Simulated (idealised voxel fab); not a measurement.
process module | voxel lift off
cross-section cut | 170 nm wide | cells 5 nm
A cross-section is a grid of square cells, given in bands from the top down. A band is one or more rows of cells.
Each band's line starts with the height of the band's top and of its bottom, in nm. Then come its materials from left to right, each with its width in nm. One material with "throughout" fills the band from edge to edge. "air" is empty space.
Height 0 is the level under which the wafer as received is all one material. The lowest band goes on downwards, as in "0 down".
A width such as "30 to 40" changes by the same amount from each row of cells to the next, from the band's top row to its bottom row.
"no change" after a step means that no cell of the cross-section changed.
closed voids: empty space of 8 cells or more with no open way to the top, each as width x height at its distance from the left edge, in nm
after a step's settings: what the simulator itself notes on the step
overlay nm, on a step with a mask: how far to the right of its planned place the mask lay; to the left if negative
plan
1 op RECEIVE | material Si
2 op CONFORMAL_DEP | material Al2O3 | thk nm 15
3 op PATTERN | tone open | mask id LINES | material resist | width nm 25 | pitch nm 50 | thk nm 30 | overlay nm 0
4 op DIRECTIONAL_DEP | material Ru | thk nm 15
5 op STRIP | etch materials resist
6 op CONFORMAL_DEP | material SiN | thk nm 5
as received, after step 1
  0 down: Si throughout
  closed voids: none
a wafer at the end: this start, this plan, one mistake
  45 to 40: air 40 | SiN 35 | air 15 | SiN 35 | air 45
  40 to 20: air 40 | SiN 5 | Ru 25 | SiN 5 | air 15 | SiN 5 | Ru 25 | SiN 5 | air 45
  20 to 15: SiN 45 | Ru 25 | SiN 25 | Ru 25 | SiN 50
  15 to 0: Al2O3 throughout
  0 down: Si throughout
  closed voids: none
what went wrong: step 4 ran as: op DIRECTIONAL_DEP | material Ru | thk nm 25
